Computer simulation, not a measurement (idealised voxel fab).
process module | voxel tone inversion
cross-section cut | 245 nm wide | cells 5 nm
A cross-section is a grid of square cells, given in bands from the top down. A band is one or more rows of cells.
Each band's line starts with the height of the band's top and of its bottom, in nm. Then come its materials from left to right, each with its width in nm. One material with "throughout" fills the band from edge to edge. "air" is empty space.
Height 0 is the level under which the wafer as received is all one material. The lowest band goes on downwards, as in "0 down".
A width such as "30 to 40" changes by the same amount from each row of cells to the next, from the band's top row to its bottom row.
"no change" after a step means that no cell of the cross-section changed.
closed voids: empty space of 8 cells or more with no open way to the top, each as width x height at its distance from the left edge, in nm
after a step's settings: what the simulator itself notes on the step
overlay nm, on a step with a mask: how far to the right of its planned place the mask lay; to the left if negative
plan
1 op RECEIVE | material Si
2 op CONFORMAL_DEP | material SiCN | thk nm 5
3 op DIRECTIONAL_DEP | material polySi | thk nm 15
4 op PATTERN | tone cover | mask id POSTS | material resist | width nm 20 | pitch nm 45 | thk nm 20 | overlay nm 0
5 op DIRECTIONAL_ETCH | etch materials polySi | depth nm 15
6 op STRIP | etch materials resist
7 op FILL_DEP | material lowk | thk nm 5
8 op CMP | height nm 20
9 op STRIP | etch materials polySi
as received, after step 1
  0 down: Si throughout
  closed voids: none
first wafer at the end, as planned
  20 to 5: lowk 45 | air 20 | lowk 25 | air 20 | lowk 25 | air 20 | lowk 25 | air 20 | lowk 45
  5 to 0: SiCN throughout
  0 down: Si throughout
  closed voids: none
second wafer at the end: like start, like plan, one mistake
  20 to 15: lowk throughout
  15 to 0: lowk 45 | polySi 20 | lowk 25 | polySi 20 | lowk 25 | polySi 20 | lowk 25 | polySi 20 | lowk 45
  0 down: Si throughout
  closed voids: none
what went wrong: step 2 was left out
at the end the second wafer has, in cells: 49 fewer of SiCN | 49 more of lowk | 48 more of polySi
